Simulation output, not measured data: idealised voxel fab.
A process module follows: voxel capacitor over wiring.
cross-section cut | 170 nm wide | cells 5 nm
Reading order for cross-sections: top band down to bottom band. Underlying form: a grid of square cells. Band size: one or more rows of cells.
Heights first: top, then bottom, in nm. Then materials, left to right, each with a width in nm. "all across" on a single material: fills the band edge to edge. "air": empty space.
Beneath 0, the wafer as received is one material, and that level is where height counting begins. The lowest band goes on downward without a bottom; it is written like "0..down".
When a width is written as two numbers, as in "30->40", the first number is the width in the top row of cells of the band and the second is the width in its bottom row, and the width changes by the same amount from each row to the next.
Where a step carries "all unchanged", the cross-section came out of it unchanged, cell for cell.
In "Sealed-off cavities" the enclosed voids are listed, meaning empty spaces of 8 cells or larger without any opening to the top. The form is width x height at distance, distance from the left edge, units nm.
On a step's line, text after the settings is the simulator commenting on that step.
overlay nm: step with mask; distance mask lay right of planned place; negative value = left of planned place.
## The process steps that were planned are listed below
1: RECEIVE | material Si
2: CONFORMAL_DEP | material SiO2 | thk nm 10
3: CONFORMAL_DEP | material SiN | thk nm 5
4: DIRECTIONAL_DEP | material SiO2 | thk nm 15
5: PATTERN | tone open | mask id METAL_1 | material resist | width nm 30 | pitch nm 95 | thk nm 15 | overlay nm 0
6: DIRECTIONAL_ETCH | etch materials SiO2 | depth nm 15
7: DIRECTIONAL_ETCH | etch materials SiN | depth nm 5
8: STRIP | etch materials resist
9: CONFORMAL_DEP | material TiN | thk nm 5
10: FILL_DEP | material Cu | thk nm 5
11: CMP | height nm 30
12: CONFORMAL_DEP | material SiCN | thk nm 5
13: DIRECTIONAL_DEP | material SiO2 | thk nm 10
14: DIRECTIONAL_DEP | material aC | thk nm 10
15: PATTERN | tone open | mask id PLUG_1 | material resist | width nm 15 | thk nm 25 | overlay nm 0
16: DIRECTIONAL_ETCH | etch materials aC | depth nm 10
17: STRIP | etch materials resist
18: DIRECTIONAL_ETCH | etch materials SiO2 | depth nm 10
19: DIRECTIONAL_ETCH | etch materials SiCN | depth nm 5
20: STRIP | etch materials aC
21: CONFORMAL_DEP | material TiN | thk nm 5
22: FILL_DEP | material Ru | thk nm 5
23: CMP | height nm 45
24: DIRECTIONAL_DEP | material TiN | thk nm 10
25: DIRECTIONAL_DEP | material HfO2 | thk nm 5
26: DIRECTIONAL_DEP | material TiN | thk nm 10
27: MASKED_ETCH | tone cover | mask id UPPER_PLATE | width nm 60 | etch materials TiN | depth nm 10 | overlay nm 0
28: MASKED_ETCH | tone cover | mask id UPPER_PLATE | width nm 70 | etch materials HfO2 | depth nm 5 | overlay nm 0
29: DIRECTIONAL_DEP | material aC | thk nm 15
30: PATTERN | tone cover | mask id LOWER_PLATE | material resist | width nm 80 | thk nm 30 | overlay nm 0
31: DIRECTIONAL_ETCH | etch materials aC | depth nm 15
32: STRIP | etch materials resist
33: DIRECTIONAL_ETCH | etch materials TiN | depth nm 10
34: STRIP | etch materials aC
35: FILL_DEP | material SiO2 | thk nm 15
36: CMP | height nm 80
37: PATTERN | tone open | mask id PLUG_2 | material resist | width nm 15 | thk nm 15 | overlay nm 0
38: DIRECTIONAL_ETCH | etch materials SiO2 | depth nm 10
39: STRIP | etch materials resist
40: CONFORMAL_DEP | material TiN | thk nm 5
41: FILL_DEP | material Ru | thk nm 10
42: CMP | height nm 80
43: CONFORMAL_DEP | material SiCN | thk nm 5
Heads up: all these wafers start the same, and what changes between them is the width nm in step 27. The value you see in the plan is just what the first wafer got.
## First wafer of several, as received: cross-section after step 1
0..down | Si all across
Sealed-off cavities: none
## Per-wafer rows below. For each material: cells gained (+) or lost (-) since the wafer was received, as of end of module. Then: closed voids
width nm 60, +24 Cu, +14 HfO2, +3 Ru, +65 SiCN, +22 SiN, +358 SiO2, +92 TiN, Sealed-off cavities: none
width nm 65, +24 Cu, +14 HfO2, +3 Ru, +65 SiCN, +22 SiN, +356 SiO2, +94 TiN, Sealed-off cavities: none
width nm 70, +24 Cu, +14 HfO2, +3 Ru, +65 SiCN, +22 SiN, +354 SiO2, +96 TiN, Sealed-off cavities: none
width nm 75, +24 Cu, +15 HfO2, +3 Ru, +65 SiCN, +22 SiN, +351 SiO2, +98 TiN, Sealed-off cavities: none
width nm 80, +24 Cu, +16 HfO2, +3 Ru, +65 SiCN, +22 SiN, +348 SiO2, +100 TiN, Sealed-off cavities: none
width nm 85, +24 Cu, +17 HfO2, +3 Ru, +65 SiCN, +22 SiN, +345 SiO2, +102 TiN, Sealed-off cavities: none
